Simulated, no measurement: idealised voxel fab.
A process module follows: voxel air gaps.
The cross-section shown here is cut; it is 165 nm wide and divided into square cells measuring 5 nm on a side.
Notation: cross-section as square-cell grid; stated in bands, top first, going down; one or more cell rows per band. Look at the band entry: it leads with the top's height and the bottom's height in nm. Then it lists the materials left to right, with a width in nm for each. The word "full width" on a single material says that material fills the band edge to edge. The word "empty" is empty space. Heights are measured from 0, the level below which the as-received wafer is all one material; the lowest band has no bottom and continues downward, written as in "0 and below". When a width is written as two numbers, as in "30->40", the first number is the width in the top row of cells of the band and the second is the width in its bottom row, and the width changes by the same amount from each row to the next. For the purposes of this document, the phrase "remains unaltered" attached to a step denotes that no cell within the cross-section was modified by that step. "Closed voids list" specifies each empty space that is not open to the top and that occupies no fewer than 8 cells, using the form width x height at distance, the distance measured from the left edge and all three quantities in nm. Note: text after step settings on the step line = simulator remark on that step. overlay nm, on a step with a mask: how far to the right of its planned place the mask lay; to the left if negative.
-- Process steps - plan
1 op RECEIVE | material Si
2 op CONFORMAL_DEP | material SiO2 | thk nm 15
3 op CONFORMAL_DEP | material SiCN | thk nm 5
4 op DIRECTIONAL_DEP | material lowk | thk nm 30
5 op DIRECTIONAL_DEP | material aC | thk nm 10
6 op PATTERN | tone open | mask id LINES | material resist | width nm 15 | pitch nm 45 | thk nm 25 | overlay nm 0
7 op DIRECTIONAL_ETCH | etch materials aC | depth nm 10
8 op STRIP | etch materials resist
9 op DIRECTIONAL_ETCH | etch materials lowk | depth nm 30
10 op STRIP | etch materials aC
11 op CONFORMAL_DEP | material TiN | thk nm 5
12 op FILL_DEP | material Ru | thk nm 5
13 op CMP | height nm 50
14 op EPI | material Ru | thk nm 10
15 op SELECTIVE_ETCH | etch materials lowk | depth nm 40
16 op CONFORMAL_DEP | material SiCN | thk nm 5
Every wafer here starts from the same state; it is the step 6 width nm that distinguishes them, and the value the plan gives belongs to the first wafer.
-- As-received cross-section, first of several wafers, post step 1
> 0 and below = Si full width
> Closed voids list: none
-- Once step 16, the last step, is complete, the module is at its end; this is the cross-section of the first of several wafers
> 65 down to 60 = empty (15); SiCN (135); empty (15)
> 60 down to 50 = empty (15); SiCN (5); Ru (35); SiCN (10); Ru (35); SiCN (10); Ru (35); SiCN (5); empty (15)
> 50 down to 45 = empty (15); SiCN (15); TiN (5); Ru (5); TiN (5); SiCN (30); TiN (5); Ru (5); TiN (5); SiCN (30); TiN (5); Ru (5); TiN (5); SiCN (15); empty (15)
> 45 down to 25 = empty (25); SiCN (5); TiN (5); Ru (5); TiN (5); SiCN (5); empty (20); SiCN (5); TiN (5); Ru (5); TiN (5); SiCN (5); empty (20); SiCN (5); TiN (5); Ru (5); TiN (5); SiCN (5); empty (25)
> 25 down to 20 = SiCN (30); TiN (15); SiCN (30); TiN (15); SiCN (30); TiN (15); SiCN (30)
> 20 down to 15 = SiCN full width
> 15 down to 0 = SiO2 full width
> 0 and below = Si full width
> Closed voids list: 20 x 20 at 50; 20 x 20 at 95
-- At the end of the module, the last of several wafers in cross-section
> 65 down to 60 = empty (5); SiCN (150); empty (10)
> 60 down to 50 = empty (5); SiCN (5); Ru (140); SiCN (5); empty (10)
> 50 down to 45 = empty (5); SiCN (15); TiN (5); Ru (20); TiN (5); lowk (15); TiN (5); Ru (20); TiN (5); lowk (15); TiN (5); Ru (20); TiN (5); SiCN (15); empty (10)
> 45 down to 25 = empty (15); SiCN (5); TiN (5); Ru (20); TiN (5); lowk (15); TiN (5); Ru (20); TiN (5); lowk (15); TiN (5); Ru (20); TiN (5); SiCN (5); empty (20)
> 25 down to 20 = SiCN (20); TiN (30); lowk (15); TiN (30); lowk (15); TiN (30); SiCN (25)
> 20 down to 15 = SiCN full width
> 15 down to 0 = SiO2 full width
> 0 and below = Si full width
> Closed voids list: none
-- Gained (+) or lost (-) cells of each material since receipt, then closed voids: one row per wafer, at the end of the module
width nm 15, +57 Ru, +138 SiCN, +99 SiO2, +39 TiN, Closed voids list: 20 x 20 at 50; 20 x 20 at 95
width nm 20, +78 Ru, +130 SiCN, +99 SiO2, +42 TiN, Closed voids list: 15 x 20 at 50; 15 x 20 at 95
width nm 25, +99 Ru, +90 SiCN, +99 SiO2, +45 TiN, +48 lowk, Closed voids list: none
width nm 30, +116 Ru, +90 SiCN, +99 SiO2, +48 TiN, +36 lowk, Closed voids list: none
